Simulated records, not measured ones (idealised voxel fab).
The following process module bears the name voxel released beams.
It is cross-section cut that appears here, measuring 215 nm in width, its square cells being 5 nm in size.
Bands, listed from the top down, are how a cross-section gets written in this document; the cross-section itself is a grid of square cells, and a band is one or more rows of them.
Band entry format. Leading values: height of top, height of bottom, nm. Remainder: materials in left-to-right order, each with its width in nm. Special words: "full width" on a single material, which then fills the band edge to edge; "air", empty space.
Ref level 0: as-received wafer is one material below here. Bottom band extends down with no lower bound ("0 -> down").
Width spec "30 to 40" -> top row of cells at first value, bottom row at second value, equal per-row change in between.
"changes: none" -> step changed no cross-section cell.
Entry "Sealed internal cavities". Content: empty spaces with no open connection to the top, size 8 cells or greater. Each: width x height at distance. Distance: from left edge. Unit: nm.
Where a step's line continues beyond its settings, the continuation is a remark by the simulator itself on that step.
"overlay nm" answers the question of how far to the right of plan the mask lay on a step that has a mask, and when it is negative the answer is to the left.
The process steps that were planned are listed below
1 RECEIVE with material Si
2 CONFORMAL_DEP with material Al2O3, thk nm 5
3 DIRECTIONAL_DEP with material SiO2, thk nm 15
4 DIRECTIONAL_DEP with material aC, thk nm 15
5 PATTERN with tone open, mask id ANCHOR, material resist, width nm 35, thk nm 35, overlay nm 0
6 DIRECTIONAL_ETCH with etch materials aC, depth nm 15
7 STRIP with etch materials resist
8 DIRECTIONAL_ETCH with etch materials SiO2, depth nm 15
9 STRIP with etch materials aC
10 CONFORMAL_DEP with material SiN, thk nm 15
11 PATTERN with tone cover, mask id BEAM, material resist, width nm 95, thk nm 15, overlay nm 0
12 DIRECTIONAL_ETCH with etch materials SiN, depth nm 15
13 STRIP with etch materials resist
14 STRIP with etch materials SiO2
Concerning the first of two wafers, which was run in accordance with the plan
Cross-section: wafer on arrival = after step 1
* 0 -> down = Si full width
* Sealed internal cavities: none
Cross-section: wafer state after step 2
* 5 -> 0 = Al2O3 full width
* Everything below 0 is unchanged.
Cross-section: wafer state after step 3
* 20 -> 5 = SiO2 full width
* Everything below 5 is unchanged.
Cross-section: wafer state after step 4
* 35 -> 20 = aC full width
* Everything below 20 is unchanged.
Cross-section: wafer state after step 5
* 70 -> 35 = resist (60)  air (35)  resist (120)
* Everything below 35 is unchanged.
Cross-section: wafer state after step 6
* 55 -> 35 = resist (60)  air (35)  resist (120)
* 35 -> 20 = aC (60)  air (35)  aC (120)
* Everything below 20 is unchanged.
Cross-section: wafer state after step 7
* 35 -> 20 = aC (60)  air (35)  aC (120)
* Everything below 20 is unchanged.
Cross-section: wafer state after step 8
* 35 -> 20 = aC (60)  air (35)  aC (120)
* 20 -> 5 = SiO2 (60)  air (35)  SiO2 (120)
* Everything below 5 is unchanged.
Cross-section: wafer state after step 9
* 20 -> 5 = SiO2 (60)  air (35)  SiO2 (120)
* Everything below 5 is unchanged.
Cross-section: wafer state after step 10
* 35 -> 20 = SiN (75)  air (5)  SiN (135)
* 20 -> 5 = SiO2 (60)  SiN (35)  SiO2 (120)
* Everything below 5 is unchanged.
Cross-section: wafer state after step 11
* 50 -> 35 = air (55)  resist (95)  air (65)
* 35 -> 20 = SiN (75)  resist (5)  SiN (135)
* Everything below 20 is unchanged.
Cross-section: wafer state after step 12
* 50 -> 35 = air (55)  resist (95)  air (65)
* 35 -> 20 = air (55)  SiN (20)  resist (5)  SiN (70)  air (65)
* Everything below 20 is unchanged.
Cross-section: wafer state after step 13
* 35 -> 20 = air (55)  SiN (20)  air (5)  SiN (70)  air (65)
* Everything below 20 is unchanged.
Cross-section: wafer state after step 14
* 35 -> 20 = air (55)  SiN (20)  air (5)  SiN (70)  air (65)
* 20 -> 5 = air (60)  SiN (35)  air (120)
* Everything below 5 is unchanged.
Okay, second wafer. Nothing different at the start, nothing different in the plan, just one mistake somewhere in the running. As far as step 1, counting that step, it's the first wafer all over again
Second wafer, cross-section, planned end of step 2
* 15 -> 0 = SiO2 full width
* Everything below 0 is unchanged.
Second wafer, cross-section, planned end of step 3
* 20 -> 15 = Al2O3 full width
* Everything below 15 is unchanged.
Second wafer, cross-section, planned end of step 4
* 35 -> 20 = aC full width
* Everything below 20 is unchanged.
Second wafer, cross-section, planned end of step 5
* 70 -> 35 = resist (60)  air (35)  resist (120)
* Everything below 35 is unchanged.
Second wafer, cross-section, planned end of step 6
* 55 -> 35 = resist (60)  air (35)  resist (120)
* 35 -> 20 = aC (60)  air (35)  aC (120)
* Everything below 20 is unchanged.
Second wafer, cross-section, planned end of step 7
* 35 -> 20 = aC (60)  air (35)  aC (120)
* Everything below 20 is unchanged.
Second wafer, cross-section, planned end of step 8: changes: none
Second wafer, cross-section, planned end of step 9
* 20 -> 15 = Al2O3 full width
* Everything below 15 is unchanged.
Second wafer, cross-section, planned end of step 10
* 35 -> 20 = SiN full width
* Everything below 20 is unchanged.
Second wafer, cross-section, planned end of step 11
* 50 -> 35 = air (55)  resist (95)  air (65)
* Everything below 35 is unchanged.
Second wafer, cross-section, planned end of step 12
* 50 -> 35 = air (55)  resist (95)  air (65)
* 35 -> 20 = air (55)  SiN (95)  air (65)
* Everything below 20 is unchanged.
Second wafer, cross-section, planned end of step 13
* 35 -> 20 = air (55)  SiN (95)  air (65)
* Everything below 20 is unchanged.
Second wafer, cross-section, planned end of step 14: changes: none
Plan not followed: contrary to the plan, steps 2 and 3 were processed in exchanged order
Looking at both finished wafers in cells, the second ends up ahead of or behind the first on some materials: SiN -18 | SiO2 +129
